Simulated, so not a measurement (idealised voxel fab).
Proc. module: voxel trench capacitor
Displayed cross-section: cut, width of 230 nm, square cells sized 5 nm.
Bands, listed from the top down, are how a cross-section gets written in this document; the cross-section itself is a grid of square cells, and a band is one or more rows of them. Top height, bottom height, nm. Materials left to right, width each, nm. Single material + "all across" = fills band edge to edge. "air" = empty. Counting heights begins at 0, where everything beneath is, in the wafer as received, one material. The lowest band has no bottom; it goes on downwards, as "z 0 and below" shows. So if you see something like "30 to 40" for the width, read it as the top row of the band sitting at the first number and the bottom row at the second, with every row in between moving by the same amount as the last. Where the words "nothing changed" appear for a step, the cross-section shows no cell changed by that step; every cell remained as before. So "Enclosed void listing" is basically the list of trapped voids: any empty space of 8 cells or more that can't reach the top through an opening. They're written width x height at distance, the distance being from the left edge, and it's all nm. On a step's line, text after the settings is the simulator commenting on that step. overlay nm: where the mask lay relative to plan, measured to the right, on steps with a mask; negatives go left.
SO HERE'S THE LINEUP OF PROCESS STEPS WE PLANNED
- 1: RECEIVE: material Si
- 2: CONFORMAL_DEP: material SiN, thk nm 5
- 3: DIRECTIONAL_DEP: material aC, thk nm 10
- 4: PATTERN: tone open, mask id TRENCH, material resist, width nm 30, pitch nm 55, thk nm 30, overlay nm 0
- 5: DIRECTIONAL_ETCH: etch materials aC, depth nm 10
- 6: STRIP: etch materials resist
- 7: DIRECTIONAL_ETCH: etch materials SiN, depth nm 5
- 8: DIRECTIONAL_ETCH: etch materials Si, depth nm 30
- 9: STRIP: etch materials aC
- 10: CONFORMAL_DEP: material HfO2, thk nm 5
- 11: CONFORMAL_DEP: material TiN, thk nm 5
- 12: FILL_DEP: material W, thk nm 5
- 13: CMP: height nm 5
WHAT FOLLOWS COVERS THE FIRST OF TWO WAFERS; IT RAN AS PLANNED
AS RECEIVED (POST STEP 1): CROSS-SECTION
- z 0 and below  Si all across
- Enclosed void listing: none
WAFER AFTER STEP 2 (CROSS-SECTION)
- z 5 to 0  SiN all across
- Heights below 0 show no change.
WAFER AFTER STEP 3 (CROSS-SECTION)
- z 15 to 5  aC all across
- Heights below 5 show no change.
WAFER AFTER STEP 4 (CROSS-SECTION)
- z 45 to 15  resist (70), air (30), resist (25), air (30), resist (75)
- Heights below 15 show no change.
WAFER AFTER STEP 5 (CROSS-SECTION)
- z 35 to 15  resist (70), air (30), resist (25), air (30), resist (75)
- z 15 to 5  aC (70), air (30), aC (25), air (30), aC (75)
- Heights below 5 show no change.
WAFER AFTER STEP 6 (CROSS-SECTION)
- z 15 to 5  aC (70), air (30), aC (25), air (30), aC (75)
- Heights below 5 show no change.
WAFER AFTER STEP 7 (CROSS-SECTION)
- z 15 to 5  aC (70), air (30), aC (25), air (30), aC (75)
- z 5 to 0  SiN (70), air (30), SiN (25), air (30), SiN (75)
- Heights below 0 show no change.
WAFER AFTER STEP 8 (CROSS-SECTION)
- z 15 to 5  aC (70), air (30), aC (25), air (30), aC (75)
- z 5 to 0  SiN (70), air (30), SiN (25), air (30), SiN (75)
- z 0 to -30  Si (70), air (30), Si (25), air (30), Si (75)
- Heights below -30 show no change.
WAFER AFTER STEP 9 (CROSS-SECTION)
- z 5 to 0  SiN (70), air (30), SiN (25), air (30), SiN (75)
- Heights below 0 show no change.
WAFER AFTER STEP 10 (CROSS-SECTION)
- z 10 to 5  HfO2 (75), air (20), HfO2 (35), air (20), HfO2 (80)
- z 5 to 0  SiN (70), HfO2 (5), air (20), HfO2 (5), SiN (25), HfO2 (5), air (20), HfO2 (5), SiN (75)
- z 0 to -25  Si (70), HfO2 (5), air (20), HfO2 (5), Si (25), HfO2 (5), air (20), HfO2 (5), Si (75)
- z -25 to -30  Si (70), HfO2 (30), Si (25), HfO2 (30), Si (75)
- Heights below -30 show no change.
WAFER AFTER STEP 11 (CROSS-SECTION)
- z 15 to 10  TiN (80), air (10), TiN (45), air (10), TiN (85)
- z 10 to 5  HfO2 (75), TiN (5), air (10), TiN (5), HfO2 (35), TiN (5), air (10), TiN (5), HfO2 (80)
- z 5 to 0  SiN (70), HfO2 (5), TiN (5), air (10), TiN (5), HfO2 (5), SiN (25), HfO2 (5), TiN (5), air (10), TiN (5), HfO2 (5), SiN (75)
- z 0 to -20  Si (70), HfO2 (5), TiN (5), air (10), TiN (5), HfO2 (5), Si (25), HfO2 (5), TiN (5), air (10), TiN (5), HfO2 (5), Si (75)
- z -20 to -25  Si (70), HfO2 (5), TiN (20), HfO2 (5), Si (25), HfO2 (5), TiN (20), HfO2 (5), Si (75)
- Heights below -25 show no change.
WAFER AFTER STEP 12 (CROSS-SECTION)
- z 20 to 15  W all across
- z 15 to 10  TiN (80), W (10), TiN (45), W (10), TiN (85)
- z 10 to 5  HfO2 (75), TiN (5), W (10), TiN (5), HfO2 (35), TiN (5), W (10), TiN (5), HfO2 (80)
- z 5 to 0  SiN (70), HfO2 (5), TiN (5), W (10), TiN (5), HfO2 (5), SiN (25), HfO2 (5), TiN (5), W (10), TiN (5), HfO2 (5), SiN (75)
- z 0 to -20  Si (70), HfO2 (5), TiN (5), W (10), TiN (5), HfO2 (5), Si (25), HfO2 (5), TiN (5), W (10), TiN (5), HfO2 (5), Si (75)
- Heights below -20 show no change.
WAFER AFTER STEP 13 (CROSS-SECTION)
- z 5 to 0  SiN (70), HfO2 (5), TiN (5), W (10), TiN (5), HfO2 (5), SiN (25), HfO2 (5), TiN (5), W (10), TiN (5), HfO2 (5), SiN (75)
- Heights below 0 show no change.
SECOND WAFER: SAME START AND SAME PLAN AS THE FIRST, ONE EXECUTION ERROR; IDENTICAL TO THE FIRST THROUGH STEP 7
LOOK AT THE SECOND WAFER IN CROSS-SECTION AT THE TIME STEP 8 OUGHT TO HAVE FINISHED
- z 15 to 5  aC (70), air (30), aC (25), air (30), aC (75)
- z 5 to 0  SiN (70), air (30), SiN (25), air (30), SiN (75)
- z 0 to -60  Si (70), air (30), Si (25), air (30), Si (75)
- Heights below -60 show no change.
LOOK AT THE SECOND WAFER IN CROSS-SECTION AT THE TIME STEP 9 OUGHT TO HAVE FINISHED
- z 5 to 0  SiN (70), air (30), SiN (25), air (30), SiN (75)
- Heights below 0 show no change.
LOOK AT THE SECOND WAFER IN CROSS-SECTION AT THE TIME STEP 10 OUGHT TO HAVE FINISHED
- z 10 to 5  HfO2 (75), air (20), HfO2 (35), air (20), HfO2 (80)
- z 5 to 0  SiN (70), HfO2 (5), air (20), HfO2 (5), SiN (25), HfO2 (5), air (20), HfO2 (5), SiN (75)
- z 0 to -55  Si (70), HfO2 (5), air (20), HfO2 (5), Si (25), HfO2 (5), air (20), HfO2 (5), Si (75)
- z -55 to -60  Si (70), HfO2 (30), Si (25), HfO2 (30), Si (75)
- Heights below -60 show no change.
LOOK AT THE SECOND WAFER IN CROSS-SECTION AT THE TIME STEP 11 OUGHT TO HAVE FINISHED
- z 15 to 10  TiN (80), air (10), TiN (45), air (10), TiN (85)
- z 10 to 5  HfO2 (75), TiN (5), air (10), TiN (5), HfO2 (35), TiN (5), air (10), TiN (5), HfO2 (80)
- z 5 to 0  SiN (70), HfO2 (5), TiN (5), air (10), TiN (5), HfO2 (5), SiN (25), HfO2 (5), TiN (5), air (10), TiN (5), HfO2 (5), SiN (75)
- z 0 to -50  Si (70), HfO2 (5), TiN (5), air (10), TiN (5), HfO2 (5), Si (25), HfO2 (5), TiN (5), air (10), TiN (5), HfO2 (5), Si (75)
- z -50 to -55  Si (70), HfO2 (5), TiN (20), HfO2 (5), Si (25), HfO2 (5), TiN (20), HfO2 (5), Si (75)
- Heights below -55 show no change.
LOOK AT THE SECOND WAFER IN CROSS-SECTION AT THE TIME STEP 12 OUGHT TO HAVE FINISHED
- z 20 to 15  W all across
- z 15 to 10  TiN (80), W (10), TiN (45), W (10), TiN (85)
- z 10 to 5  HfO2 (75), TiN (5), W (10), TiN (5), HfO2 (35), TiN (5), W (10), TiN (5), HfO2 (80)
- z 5 to 0  SiN (70), HfO2 (5), TiN (5), W (10), TiN (5), HfO2 (5), SiN (25), HfO2 (5), TiN (5), W (10), TiN (5), HfO2 (5), SiN (75)
- z 0 to -50  Si (70), HfO2 (5), TiN (5), W (10), TiN (5), HfO2 (5), Si (25), HfO2 (5), TiN (5), W (10), TiN (5), HfO2 (5), Si (75)
- Heights below -50 show no change.
LOOK AT THE SECOND WAFER IN CROSS-SECTION AT THE TIME STEP 13 OUGHT TO HAVE FINISHED
- z 5 to 0  SiN (70), HfO2 (5), TiN (5), W (10), TiN (5), HfO2 (5), SiN (25), HfO2 (5), TiN (5), W (10), TiN (5), HfO2 (5), SiN (75)
- Heights below 0 show no change.
What went wrong in running the wafer? step 8 of the plan was twice carried out
Looking at both finished wafers in cells, the second ends up ahead of or behind the first on some materials: HfO2: 24 more; Si: 72 fewer; TiN: 24 more; W: 24 more
